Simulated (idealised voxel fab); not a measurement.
process module | voxel transistor to metal
Cross-section cut: width 155 nm, square cells of 5 nm.
In this document a cross-section is written as a grid of square cells. It is given as a series of bands, listed from the top down, and a band is one or more rows of cells.
Top height, bottom height, nm. Materials left to right, width each, nm. Single material + "throughout" = fills band edge to edge. "blank" = empty.
The level at which height equals 0 is the one under which the wafer, as it arrives, is entirely one material. No lower edge exists for the bottom band, which continues downward and is notated as in "0..down".
Quick explanation for "30..40": the width changes in equal steps down the rows of cells, from the first number in the band's top row to the second number in its bottom row.
"remained the same" after a step means that no cell of the cross-section changed.
Heads up: "Closed void listing" only lists the empty pockets with no open path to the top that are 8 cells or more, and it writes them as width x height at distance, distance from the left edge, in nm.
Note: text after step settings on the step line = simulator remark on that step.
overlay nm: where the mask lay relative to plan, measured to the right, on steps with a mask; negatives go left.
[Intended process steps]
1) RECEIVE,material Si
2) OXIDIZE,depth nm 5
3) CONFORMAL_DEP,material SiN,thk nm 15
4) DIRECTIONAL_DEP,material aC,thk nm 10
5) PATTERN,tone cover,mask id ACTIVE,material resist,width nm 105,thk nm 25,overlay nm 0
6) DIRECTIONAL_ETCH,etch materials aC,depth nm 10
7) STRIP,etch materials resist
8) DIRECTIONAL_ETCH,etch materials SiN,depth nm 15
9) DIRECTIONAL_ETCH,etch materials SiO2,depth nm 5
10) DIRECTIONAL_ETCH,etch materials Si,depth nm 30
11) STRIP,etch materials aC
12) OXIDIZE,depth nm 5
13) FILL_DEP,material SiO2,thk nm 15
14) CMP,height nm 15
15) SELECTIVE_ETCH,etch materials SiO2,depth nm 15
16) STRIP,etch materials SiN
17) SELECTIVE_ETCH,etch materials SiO2,depth nm 5
18) OXIDIZE,depth nm 5
19) DIRECTIONAL_DEP,material polySi,thk nm 25
20) DIRECTIONAL_DEP,material SiCN,thk nm 10
21) PATTERN,tone cover,mask id GATE,material resist,width nm 15,thk nm 15,overlay nm 0
22) DIRECTIONAL_ETCH,etch materials SiCN,depth nm 20
23) DIRECTIONAL_ETCH,etch materials polySi,depth nm 35
24) STRIP,etch materials resist
25) CONFORMAL_DEP,material SiN,thk nm 10
26) DIRECTIONAL_ETCH,etch materials SiN,depth nm 10
27) DIRECTIONAL_ETCH,etch materials SiO2,depth nm 5
28) EPI,material nSi,thk nm 5
29) FILL_DEP,material SiO2,thk nm 10
30) CMP,height nm 30
31) DIRECTIONAL_DEP,material SiO2,thk nm 10
32) PATTERN,tone open,mask id CONTACT,material resist,width nm 30,pitch nm 55,thk nm 20,overlay nm 0
33) DIRECTIONAL_ETCH,etch materials SiO2,depth nm 45
34) STRIP,etch materials resist
35) CONFORMAL_DEP,material TiN,thk nm 5
36) FILL_DEP,material Ru,thk nm 5
37) CMP,height nm 40
38) DIRECTIONAL_DEP,material TiN,thk nm 5
39) DIRECTIONAL_DEP,material Ru,thk nm 15
40) PATTERN,tone cover,mask id METAL_1,material resist,width nm 20,pitch nm 65,thk nm 15,overlay nm 0
41) DIRECTIONAL_ETCH,etch materials Ru,depth nm 15
42) DIRECTIONAL_ETCH,etch materials TiN,depth nm 5
43) STRIP,etch materials resist
44) CONFORMAL_DEP,material SiN,thk nm 5
45) FILL_DEP,material SiO2,thk nm 5
46) CMP,height nm 60
47) CONFORMAL_DEP,material SiCN,thk nm 5
48) DIRECTIONAL_DEP,material SiO2,thk nm 35
49) DIRECTIONAL_DEP,material aC,thk nm 10
50) PATTERN,tone open,mask id METAL_2_HOLES,material resist,width nm 15,pitch nm 65,thk nm 30,overlay nm 0
51) DIRECTIONAL_ETCH,etch materials aC,depth nm 10
52) STRIP,etch materials resist
53) DIRECTIONAL_ETCH,etch materials SiO2,depth nm 35
54) STRIP,etch materials aC
55) DIRECTIONAL_DEP,material aC,thk nm 15
56) PATTERN,tone open,mask id METAL_2,material resist,width nm 20,pitch nm 65,thk nm 35,overlay nm 0
57) DIRECTIONAL_ETCH,etch materials aC,depth nm 15
58) STRIP,etch materials resist
59) DIRECTIONAL_ETCH,etch materials SiO2,depth nm 20
60) DIRECTIONAL_ETCH,etch materials SiCN,depth nm 5
61) STRIP,etch materials aC
62) CONFORMAL_DEP,material TiN,thk nm 5
63) FILL_DEP,material Ru,thk nm 5
64) CMP,height nm 100
65) CONFORMAL_DEP,material SiN,thk nm 5
[The first wafer of two, processed as planned]
[Shown in cross-section is the wafer as received, that is, as it stands after step 1]
    0..down  Si throughout
    Closed void listing: none
[Step 2 done - wafer cross-section]
    0..-5  SiO2 throughout
    Heights below -5 show no change.
[Step 3 done - wafer cross-section]
    15..0  SiN throughout
    Heights below 0 show no change.
[Step 4 done - wafer cross-section]
    25..15  aC throughout
    Heights below 15 show no change.
[Step 5 done - wafer cross-section]
    50..25  blank=25; resist=105; blank=25
    Heights below 25 show no change.
[Step 6 done - wafer cross-section]
    40..25  blank=25; resist=105; blank=25
    25..15  blank=25; aC=105; blank=25
    Heights below 15 show no change.
[Step 7 done - wafer cross-section]
    25..15  blank=25; aC=105; blank=25
    Heights below 15 show no change.
[Step 8 done - wafer cross-section]
    25..15  blank=25; aC=105; blank=25
    15..0  blank=25; SiN=105; blank=25
    Heights below 0 show no change.
[Step 9 done - wafer cross-section]
    25..15  blank=25; aC=105; blank=25
    15..0  blank=25; SiN=105; blank=25
    0..-5  blank=25; SiO2=105; blank=25
    Heights below -5 show no change.
[Step 10 done - wafer cross-section]
    25..15  blank=25; aC=105; blank=25
    15..0  blank=25; SiN=105; blank=25
    0..-5  blank=25; SiO2=105; blank=25
    -5..-35  blank=25; Si=105; blank=25
    Heights below -35 show no change.
[Step 11 done - wafer cross-section]
    15..0  blank=25; SiN=105; blank=25
    Heights below 0 show no change.
[Step 12 done - wafer cross-section]
    15..0  blank=25; SiN=105; blank=25
    0..-5  blank=25; SiO2=105; blank=25
    -5..-35  blank=25; SiO2=5; Si=95; SiO2=5; blank=25
    -35..-40  SiO2=30; Si=95; SiO2=30
    Heights below -40 show no change.
[Step 13 done - wafer cross-section]
    30..15  SiO2 throughout
    15..0  SiO2=25; SiN=105; SiO2=25
    0..-5  SiO2 throughout
    -5..-40  SiO2=30; Si=95; SiO2=30
    Heights below -40 show no change.
[Step 14 done - wafer cross-section]
    15..0  SiO2=25; SiN=105; SiO2=25
    Heights below 0 show no change.
[Step 15 done - wafer cross-section]
    15..0  blank=25; SiN=105; blank=25
    Heights below 0 show no change.
[Step 16 done - wafer cross-section]
    0..-5  SiO2 throughout
    Heights below -5 show no change.
[Step 17 done - wafer cross-section]
    -5..-40  SiO2=30; Si=95; SiO2=30
    Heights below -40 show no change.
[Step 18 done - wafer cross-section]
    -5..-10  SiO2 throughout
    Heights below -10 show no change.
[Step 19 done - wafer cross-section]
    20..-5  polySi throughout
    Heights below -5 show no change.
[Step 20 done - wafer cross-section]
    30..20  SiCN throughout
    Heights below 20 show no change.
[Step 21 done - wafer cross-section]
    45..30  blank=70; resist=15; blank=70
    Heights below 30 show no change.
[Step 22 done - wafer cross-section]
    45..30  blank=70; resist=15; blank=70
    30..20  blank=70; SiCN=15; blank=70
    Heights below 20 show no change.
[Step 23 done - wafer cross-section]
    45..30  blank=70; resist=15; blank=70
    30..20  blank=70; SiCN=15; blank=70
    20..-5  blank=70; polySi=15; blank=70
    Heights below -5 show no change.
[Step 24 done - wafer cross-section]
    30..20  blank=70; SiCN=15; blank=70
    Heights below 20 show no change.
[Step 25 done - wafer cross-section]
    40..30  blank=60; SiN=35; blank=60
    30..20  blank=60; SiN=10; SiCN=15; SiN=10; blank=60
    20..5  blank=60; SiN=10; polySi=15; SiN=10; blank=60
    5..-5  SiN=70; polySi=15; SiN=70
    Heights below -5 show no change.
[Step 26 done - wafer cross-section]
    30..20  blank=60; SiN=10; SiCN=15; SiN=10; blank=60
    20..-5  blank=60; SiN=10; polySi=15; SiN=10; blank=60
    Heights below -5 show no change.
[Step 27 done - wafer cross-section]
    30..20  blank=60; SiN=10; SiCN=15; SiN=10; blank=60
    20..-5  blank=60; SiN=10; polySi=15; SiN=10; blank=60
    -5..-10  blank=60; SiO2=35; blank=60
    Heights below -10 show no change.
[Step 28 done - wafer cross-section]
    30..20  blank=60; SiN=10; SiCN=15; SiN=10; blank=60
    20..-5  blank=60; SiN=10; polySi=15; SiN=10; blank=60
    -5..-10  blank=25; nSi=35; SiO2=35; nSi=35; blank=25
    Heights below -10 show no change.
[Step 29 done - wafer cross-section]
    40..30  SiO2 throughout
    30..20  SiO2=60; SiN=10; SiCN=15; SiN=10; SiO2=60
    20..-5  SiO2=60; SiN=10; polySi=15; SiN=10; SiO2=60
    -5..-10  SiO2=25; nSi=35; SiO2=35; nSi=35; SiO2=25
    Heights below -10 show no change.
[Step 30 done - wafer cross-section]
    30..20  SiO2=60; SiN=10; SiCN=15; SiN=10; SiO2=60
    Heights below 20 show no change.
[Step 31 done - wafer cross-section]
    40..30  SiO2 throughout
    Heights below 30 show no change.
[Step 32 done - wafer cross-section]
    60..40  resist=35; blank=30; resist=25; blank=30; resist=35
    Heights below 40 show no change.
[Step 33 done - wafer cross-section]
    60..40  resist=35; blank=30; resist=25; blank=30; resist=35
    40..30  SiO2=35; blank=30; SiO2=25; blank=30; SiO2=35
    30..20  SiO2=35; blank=25; SiN=10; SiCN=15; SiN=10; blank=25; SiO2=35
    20..-5  SiO2=35; blank=25; SiN=10; polySi=15; SiN=10; blank=25; SiO2=35
    Heights below -5 show no change.
[Step 34 done - wafer cross-section]
    40..30  SiO2=35; blank=30; SiO2=25; blank=30; SiO2=35
    Heights below 30 show no change.
[Step 35 done - wafer cross-section]
    45..40  TiN=40; blank=20; TiN=35; blank=20; TiN=40
    40..30  SiO2=35; TiN=5; blank=20..15; TiN=5..10; SiO2=25; TiN=5..10; blank=20..15; TiN=5; SiO2=35
    30..20  SiO2=35; TiN=5; blank=15; TiN=5; SiN=10; SiCN=15; SiN=10; TiN=5; blank=15; TiN=5; SiO2=35
    20..0  SiO2=35; TiN=5; blank=15; TiN=5; SiN=10; polySi=15; SiN=10; TiN=5; blank=15; TiN=5; SiO2=35
    0..-5  SiO2=35; TiN=25; SiN=10; polySi=15; SiN=10; TiN=25; SiO2=35
    Heights below -5 show no change.
[Step 36 done - wafer cross-section]
    50..45  Ru throughout
    45..40  TiN=40; Ru=20; TiN=35; Ru=20; TiN=40
    40..30  SiO2=35; TiN=5; Ru=20..15; TiN=5..10; SiO2=25; TiN=5..10; Ru=20..15; TiN=5; SiO2=35
    30..20  SiO2=35; TiN=5; Ru=15; TiN=5; SiN=10; SiCN=15; SiN=10; TiN=5; Ru=15; TiN=5; SiO2=35
    20..0  SiO2=35; TiN=5; Ru=15; TiN=5; SiN=10; polySi=15; SiN=10; TiN=5; Ru=15; TiN=5; SiO2=35
    Heights below 0 show no change.
[Step 37 done - wafer cross-section]
    40..30  SiO2=35; TiN=5; Ru=20..15; TiN=5..10; SiO2=25; TiN=5..10; Ru=20..15; TiN=5; SiO2=35
    Heights below 30 show no change.
[Step 38 done - wafer cross-section]
    45..40  TiN throughout
    Heights below 40 show no change.
[Step 39 done - wafer cross-section]
    60..45  Ru throughout
    Heights below 45 show no change.
[Step 40 done - wafer cross-section]
    75..60  blank=35; resist=20; blank=45; resist=20; blank=35
    Heights below 60 show no change.
[Step 41 done - wafer cross-section]
    75..60  blank=35; resist=20; blank=45; resist=20; blank=35
    60..45  blank=35; Ru=20; blank=45; Ru=20; blank=35
    Heights below 45 show no change.
[Step 42 done - wafer cross-section]
    75..60  blank=35; resist=20; blank=45; resist=20; blank=35
    60..45  blank=35; Ru=20; blank=45; Ru=20; blank=35
    45..40  blank=35; TiN=20; blank=45; TiN=20; blank=35
    Heights below 40 show no change.
[Step 43 done - wafer cross-section]
    60..45  blank=35; Ru=20; blank=45; Ru=20; blank=35
    Heights below 45 show no change.
[Step 44 done - wafer cross-section]
    65..60  blank=30; SiN=30; blank=35; SiN=30; blank=30
    60..45  blank=30; SiN=5; Ru=20; SiN=5; blank=35; SiN=5; Ru=20; SiN=5; blank=30
    45..40  SiN=35; TiN=20; SiN=45; TiN=20; SiN=35
    Heights below 40 show no change.
[Step 45 done - wafer cross-section]
    70..65  SiO2 throughout
    65..60  SiO2=30; SiN=30; SiO2=35; SiN=30; SiO2=30
    60..45  SiO2=30; SiN=5; Ru=20; SiN=5; SiO2=35; SiN=5; Ru=20; SiN=5; SiO2=30
    Heights below 45 show no change.
[Step 46 done - wafer cross-section]
    60..45  SiO2=30; SiN=5; Ru=20; SiN=5; SiO2=35; SiN=5; Ru=20; SiN=5; SiO2=30
    Heights below 45 show no change.
[Step 47 done - wafer cross-section]
    65..60  SiCN throughout
    Heights below 60 show no change.
[Step 48 done - wafer cross-section]
    100..65  SiO2 throughout
    Heights below 65 show no change.
[Step 49 done - wafer cross-section]
    110..100  aC throughout
    Heights below 100 show no change.
[Step 50 done - wafer cross-section]
    140..110  resist=35; blank=15; resist=50; blank=15; resist=40
    Heights below 110 show no change.
[Step 51 done - wafer cross-section]
    130..110  resist=35; blank=15; resist=50; blank=15; resist=40
    110..100  aC=35; blank=15; aC=50; blank=15; aC=40
    Heights below 100 show no change.
[Step 52 done - wafer cross-section]
    110..100  aC=35; blank=15; aC=50; blank=15; aC=40
    Heights below 100 show no change.
[Step 53 done - wafer cross-section]
    110..100  aC=35; blank=15; aC=50; blank=15; aC=40
    100..65  SiO2=35; blank=15; SiO2=50; blank=15; SiO2=40
    Heights below 65 show no change.
[Step 54 done - wafer cross-section]
    100..65  SiO2=35; blank=15; SiO2=50; blank=15; SiO2=40
    Heights below 65 show no change.
[Step 55 done - wafer cross-section]
    115..100  aC=35; blank=15; aC=50; blank=15; aC=40
    100..80  SiO2=35; blank=15; SiO2=50; blank=15; SiO2=40
    80..65  SiO2=35; aC=15; SiO2=50; aC=15; SiO2=40
    Heights below 65 show no change.
[Step 56 done - wafer cross-section]
    150..115  resist=35; blank=20; resist=45; blank=20; resist=35
    Heights below 115 show no change.
[Step 57 done - wafer cross-section]
    135..115  resist=35; blank=20; resist=45; blank=20; resist=35
    115..100  aC=35; blank=20; aC=45; blank=20; aC=35
    100..65  SiO2=35; blank=15; SiO2=50; blank=15; SiO2=40
    Heights below 65 show no change.
[Step 58 done - wafer cross-section]
    115..100  aC=35; blank=20; aC=45; blank=20; aC=35
    Heights below 100 show no change.
[Step 59 done - wafer cross-section]
    115..100  aC=35; blank=20; aC=45; blank=20; aC=35
    100..80  SiO2=35; blank=20; SiO2=45; blank=20; SiO2=35
    Heights below 80 show no change.
[Step 60 done - wafer cross-section]
    115..100  aC=35; blank=20; aC=45; blank=20; aC=35
    100..80  SiO2=35; blank=20; SiO2=45; blank=20; SiO2=35
    80..65  SiO2=35; blank=15; SiO2=50; blank=15; SiO2=40
    65..60  SiCN=35; blank=15; SiCN=50; blank=15; SiCN=40
    Heights below 60 show no change.
[Step 61 done - wafer cross-section]
    100..80  SiO2=35; blank=20; SiO2=45; blank=20; SiO2=35
    Heights below 80 show no change.
[Step 62 done - wafer cross-section]
    105..100  TiN=40; blank=10; TiN=55; blank=10; TiN=40
    100..85  SiO2=35; TiN=5; blank=10; TiN=5; SiO2=45; TiN=5; blank=10; TiN=5; SiO2=35
    85..80  SiO2=35; TiN=5; blank=5; TiN=10; SiO2=45; TiN=5; blank=5; TiN=10; SiO2=35
    80..65  SiO2=35; TiN=5; blank=5; TiN=5; SiO2=50; TiN=5; blank=5; TiN=5; SiO2=40
    65..60  SiCN=35; TiN=15; SiCN=50; TiN=15; SiCN=40
    Heights below 60 show no change.
[Step 63 done - wafer cross-section]
    110..105  Ru throughout
    105..100  TiN=40; Ru=10; TiN=55; Ru=10; TiN=40
    100..85  SiO2=35; TiN=5; Ru=10; TiN=5; SiO2=45; TiN=5; Ru=10; TiN=5; SiO2=35
    85..80  SiO2=35; TiN=5; Ru=5; TiN=10; SiO2=45; TiN=5; Ru=5; TiN=10; SiO2=35
    80..65  SiO2=35; TiN=5; Ru=5; TiN=5; SiO2=50; TiN=5; Ru=5; TiN=5; SiO2=40
    Heights below 65 show no change.
[Step 64 done - wafer cross-section]
    100..85  SiO2=35; TiN=5; Ru=10; TiN=5; SiO2=45; TiN=5; Ru=10; TiN=5; SiO2=35
    Heights below 85 show no change.
[Step 65 done - wafer cross-section]
    105..100  SiN throughout
    Heights below 100 show no change.
[Okay, second wafer. Nothing different at the start, nothing different in the plan, just one mistake somewhere in the running. As far as step 15, counting that step, it's the first wafer all over again]
[The second wafer cut through, at the time step 16 was supposed to be finished]
    15..0  blank=25; SiN=105; blank=25
    0..-5  blank=30; SiO2=95; blank=30
    Heights below -5 show no change.
[The second wafer cut through, at the time step 17 was supposed to be finished]
    0..-5  blank=30; SiO2=95; blank=30
    Heights below -5 show no change.
The second wafer cut through, at the time step 18 was supposed to be finished: remained the same
[The second wafer cut through, at the time step 19 was supposed to be finished]
    25..20  blank=30; polySi=95; blank=30
    20..0  polySi throughout
    0..-5  polySi=30; SiO2=95; polySi=30
    Heights below -5 show no change.
[The second wafer cut through, at the time step 20 was supposed to be finished]
    35..30  blank=30; SiCN=95; blank=30
    30..25  SiCN throughout
    25..20  SiCN=30; polySi=95; SiCN=30
    Heights below 20 show no change.
[The second wafer cut through, at the time step 21 was supposed to be finished]
    50..35  blank=70; resist=15; blank=70
    Heights below 35 show no change.
[The second wafer cut through, at the time step 22 was supposed to be finished]
    50..35  blank=70; resist=15; blank=70
    35..25  blank=70; SiCN=15; blank=70
    25..20  blank=30; polySi=95; blank=30
    Heights below 20 show no change.
[The second wafer cut through, at the time step 23 was supposed to be finished]
    50..35  blank=70; resist=15; blank=70
    35..25  blank=70; SiCN=15; blank=70
    25..0  blank=70; polySi=15; blank=70
    0..-5  blank=30; SiO2=95; blank=30
    Heights below -5 show no change.
[The second wafer cut through, at the time step 24 was supposed to be finished]
    35..25  blank=70; SiCN=15; blank=70
    Heights below 25 show no change.
[The second wafer cut through, at the time step 25 was supposed to be finished]
    45..35  blank=60; SiN=35; blank=60
    35..25  blank=60; SiN=10; SiCN=15; SiN=10; blank=60
    25..10  blank=60; SiN=10; polySi=15; SiN=10; blank=60
    10..5  blank=20; SiN=50; polySi=15; SiN=50; blank=20
    5..0  SiN=70; polySi=15; SiN=70
    0..-5  SiN=30; SiO2=95; SiN=30
    Heights below -5 show no change.
[The second wafer cut through, at the time step 26 was supposed to be finished]
    35..25  blank=60; SiN=10; SiCN=15; SiN=10; blank=60
    25..0  blank=60; SiN=10; polySi=15; SiN=10; blank=60
    0..-5  blank=20; SiN=10; SiO2=95; SiN=10; blank=20
    Heights below -5 show no change.
[The second wafer cut through, at the time step 27 was supposed to be finished]
    35..25  blank=60; SiN=10; SiCN=15; SiN=10; blank=60
    25..0  blank=60; SiN=10; polySi=15; SiN=10; blank=60
    0..-5  blank=20; SiN=10; blank=30; SiO2=35; blank=30; SiN=10; blank=20
    -5..-10  blank=20; SiO2=10; Si=95; SiO2=10; blank=20
    Heights below -10 show no change.
[The second wafer cut through, at the time step 28 was supposed to be finished]
    35..25  blank=60; SiN=10; SiCN=15; SiN=10; blank=60
    25..0  blank=60; SiN=10; polySi=15; SiN=10; blank=60
    0..-5  blank=20; SiN=10; nSi=30; SiO2=35; nSi=30; SiN=10; blank=20
    Heights below -5 show no change.
[The second wafer cut through, at the time step 29 was supposed to be finished]
    45..35  SiO2 throughout
    35..25  SiO2=60; SiN=10; SiCN=15; SiN=10; SiO2=60
    25..0  SiO2=60; SiN=10; polySi=15; SiN=10; SiO2=60
    0..-5  SiO2=20; SiN=10; nSi=30; SiO2=35; nSi=30; SiN=10; SiO2=20
    -5..-40  SiO2=30; Si=95; SiO2=30
    Heights below -40 show no change.
[The second wafer cut through, at the time step 30 was supposed to be finished]
    30..25  SiO2=60; SiN=10; SiCN=15; SiN=10; SiO2=60
    Heights below 25 show no change.
[The second wafer cut through, at the time step 31 was supposed to be finished]
    40..30  SiO2 throughout
    Heights below 30 show no change.
[The second wafer cut through, at the time step 32 was supposed to be finished]
    60..40  resist=35; blank=30; resist=25; blank=30; resist=35
    Heights below 40 show no change.
[The second wafer cut through, at the time step 33 was supposed to be finished]
    60..40  resist=35; blank=30; resist=25; blank=30; resist=35
    40..30  SiO2=35; blank=30; SiO2=25; blank=30; SiO2=35
    30..25  SiO2=35; blank=25; SiN=10; SiCN=15; SiN=10; blank=25; SiO2=35
    25..0  SiO2=35; blank=25; SiN=10; polySi=15; SiN=10; blank=25; SiO2=35
    Heights below 0 show no change.
[The second wafer cut through, at the time step 34 was supposed to be finished]
    40..30  SiO2=35; blank=30; SiO2=25; blank=30; SiO2=35
    Heights below 30 show no change.
[The second wafer cut through, at the time step 35 was supposed to be finished]
    45..40  TiN=40; blank=20; TiN=35; blank=20; TiN=40
    40..30  SiO2=35; TiN=5; blank=20..15; TiN=5..10; SiO2=25; TiN=5..10; blank=20..15; TiN=5; SiO2=35
    30..25  SiO2=35; TiN=5; blank=15; TiN=5; SiN=10; SiCN=15; SiN=10; TiN=5; blank=15; TiN=5; SiO2=35
    25..5  SiO2=35; TiN=5; blank=15; TiN=5; SiN=10; polySi=15; SiN=10; TiN=5; blank=15; TiN=5; SiO2=35
    5..0  SiO2=35; TiN=25; SiN=10; polySi=15; SiN=10; TiN=25; SiO2=35
    Heights below 0 show no change.
[The second wafer cut through, at the time step 36 was supposed to be finished]
    50..45  Ru throughout
    45..40  TiN=40; Ru=20; TiN=35; Ru=20; TiN=40
    40..30  SiO2=35; TiN=5; Ru=20..15; TiN=5..10; SiO2=25; TiN=5..10; Ru=20..15; TiN=5; SiO2=35
    30..25  SiO2=35; TiN=5; Ru=15; TiN=5; SiN=10; SiCN=15; SiN=10; TiN=5; Ru=15; TiN=5; SiO2=35
    25..5  SiO2=35; TiN=5; Ru=15; TiN=5; SiN=10; polySi=15; SiN=10; TiN=5; Ru=15; TiN=5; SiO2=35
    Heights below 5 show no change.
[The second wafer cut through, at the time step 37 was supposed to be finished]
    40..30  SiO2=35; TiN=5; Ru=20..15; TiN=5..10; SiO2=25; TiN=5..10; Ru=20..15; TiN=5; SiO2=35
    Heights below 30 show no change.
[The second wafer cut through, at the time step 38 was supposed to be finished]
    45..40  TiN throughout
    Heights below 40 show no change.
[The second wafer cut through, at the time step 39 was supposed to be finished]
    60..45  Ru throughout
    Heights below 45 show no change.
[The second wafer cut through, at the time step 40 was supposed to be finished]
    75..60  blank=35; resist=20; blank=45; resist=20; blank=35
    Heights below 60 show no change.
[The second wafer cut through, at the time step 41 was supposed to be finished]
    75..60  blank=35; resist=20; blank=45; resist=20; blank=35
    60..45  blank=35; Ru=20; blank=45; Ru=20; blank=35
    Heights below 45 show no change.
[The second wafer cut through, at the time step 42 was supposed to be finished]
    75..60  blank=35; resist=20; blank=45; resist=20; blank=35
    60..45  blank=35; Ru=20; blank=45; Ru=20; blank=35
    45..40  blank=35; TiN=20; blank=45; TiN=20; blank=35
    Heights below 40 show no change.
[The second wafer cut through, at the time step 43 was supposed to be finished]
    60..45  blank=35; Ru=20; blank=45; Ru=20; blank=35
    Heights below 45 show no change.
[The second wafer cut through, at the time step 44 was supposed to be finished]
    65..60  blank=30; SiN=30; blank=35; SiN=30; blank=30
    60..45  blank=30; SiN=5; Ru=20; SiN=5; blank=35; SiN=5; Ru=20; SiN=5; blank=30
    45..40  SiN=35; TiN=20; SiN=45; TiN=20; SiN=35
    Heights below 40 show no change.
[The second wafer cut through, at the time step 45 was supposed to be finished]
    70..65  SiO2 throughout
    65..60  SiO2=30; SiN=30; SiO2=35; SiN=30; SiO2=30
    60..45  SiO2=30; SiN=5; Ru=20; SiN=5; SiO2=35; SiN=5; Ru=20; SiN=5; SiO2=30
    Heights below 45 show no change.
[The second wafer cut through, at the time step 46 was supposed to be finished]
    60..45  SiO2=30; SiN=5; Ru=20; SiN=5; SiO2=35; SiN=5; Ru=20; SiN=5; SiO2=30
    Heights below 45 show no change.
[The second wafer cut through, at the time step 47 was supposed to be finished]
    65..60  SiCN throughout
    Heights below 60 show no change.
[The second wafer cut through, at the time step 48 was supposed to be finished]
    100..65  SiO2 throughout
    Heights below 65 show no change.
[The second wafer cut through, at the time step 49 was supposed to be finished]
    110..100  aC throughout
    Heights below 100 show no change.
[The second wafer cut through, at the time step 50 was supposed to be finished]
    140..110  resist=35; blank=15; resist=50; blank=15; resist=40
    Heights below 110 show no change.
[The second wafer cut through, at the time step 51 was supposed to be finished]
    130..110  resist=35; blank=15; resist=50; blank=15; resist=40
    110..100  aC=35; blank=15; aC=50; blank=15; aC=40
    Heights below 100 show no change.
[The second wafer cut through, at the time step 52 was supposed to be finished]
    110..100  aC=35; blank=15; aC=50; blank=15; aC=40
    Heights below 100 show no change.
[The second wafer cut through, at the time step 53 was supposed to be finished]
    110..100  aC=35; blank=15; aC=50; blank=15; aC=40
    100..65  SiO2=35; blank=15; SiO2=50; blank=15; SiO2=40
    Heights below 65 show no change.
[The second wafer cut through, at the time step 54 was supposed to be finished]
    100..65  SiO2=35; blank=15; SiO2=50; blank=15; SiO2=40
    Heights below 65 show no change.
[The second wafer cut through, at the time step 55 was supposed to be finished]
    115..100  aC=35; blank=15; aC=50; blank=15; aC=40
    100..80  SiO2=35; blank=15; SiO2=50; blank=15; SiO2=40
    80..65  SiO2=35; aC=15; SiO2=50; aC=15; SiO2=40
    Heights below 65 show no change.
[The second wafer cut through, at the time step 56 was supposed to be finished]
    150..115  resist=35; blank=20; resist=45; blank=20; resist=35
    Heights below 115 show no change.
[The second wafer cut through, at the time step 57 was supposed to be finished]
    135..115  resist=35; blank=20; resist=45; blank=20; resist=35
    115..100  aC=35; blank=20; aC=45; blank=20; aC=35
    100..65  SiO2=35; blank=15; SiO2=50; blank=15; SiO2=40
    Heights below 65 show no change.
[The second wafer cut through, at the time step 58 was supposed to be finished]
    115..100  aC=35; blank=20; aC=45; blank=20; aC=35
    Heights below 100 show no change.
[The second wafer cut through, at the time step 59 was supposed to be finished]
    115..100  aC=35; blank=20; aC=45; blank=20; aC=35
    100..80  SiO2=35; blank=20; SiO2=45; blank=20; SiO2=35
    Heights below 80 show no change.
[The second wafer cut through, at the time step 60 was supposed to be finished]
    115..100  aC=35; blank=20; aC=45; blank=20; aC=35
    100..80  SiO2=35; blank=20; SiO2=45; blank=20; SiO2=35
    80..65  SiO2=35; blank=15; SiO2=50; blank=15; SiO2=40
    65..60  SiCN=35; blank=15; SiCN=50; blank=15; SiCN=40
    Heights below 60 show no change.
[The second wafer cut through, at the time step 61 was supposed to be finished]
    100..80  SiO2=35; blank=20; SiO2=45; blank=20; SiO2=35
    Heights below 80 show no change.
[The second wafer cut through, at the time step 62 was supposed to be finished]
    105..100  TiN=40; blank=10; TiN=55; blank=10; TiN=40
    100..85  SiO2=35; TiN=5; blank=10; TiN=5; SiO2=45; TiN=5; blank=10; TiN=5; SiO2=35
    85..80  SiO2=35; TiN=5; blank=5; TiN=10; SiO2=45; TiN=5; blank=5; TiN=10; SiO2=35
    80..65  SiO2=35; TiN=5; blank=5; TiN=5; SiO2=50; TiN=5; blank=5; TiN=5; SiO2=40
    65..60  SiCN=35; TiN=15; SiCN=50; TiN=15; SiCN=40
    Heights below 60 show no change.
[The second wafer cut through, at the time step 63 was supposed to be finished]
    110..105  Ru throughout
    105..100  TiN=40; Ru=10; TiN=55; Ru=10; TiN=40
    100..85  SiO2=35; TiN=5; Ru=10; TiN=5; SiO2=45; TiN=5; Ru=10; TiN=5; SiO2=35
    85..80  SiO2=35; TiN=5; Ru=5; TiN=10; SiO2=45; TiN=5; Ru=5; TiN=10; SiO2=35
    80..65  SiO2=35; TiN=5; Ru=5; TiN=5; SiO2=50; TiN=5; Ru=5; TiN=5; SiO2=40
    Heights below 65 show no change.
[The second wafer cut through, at the time step 64 was supposed to be finished]
    100..85  SiO2=35; TiN=5; Ru=10; TiN=5; SiO2=45; TiN=5; Ru=10; TiN=5; SiO2=35
    Heights below 85 show no change.
[The second wafer cut through, at the time step 65 was supposed to be finished]
    105..100  SiN throughout
    Heights below 100 show no change.
Where did the run depart from the plan? steps 16 and 17 of the plan were run in the wrong order, each in the other's place
Final cells, second wafer relative to first, materials higher or lower: 6 fewer of Ru; 19 more of Si; 3 fewer of SiCN; 4 fewer of SiO2; 4 fewer of TiN; 2 fewer of nSi
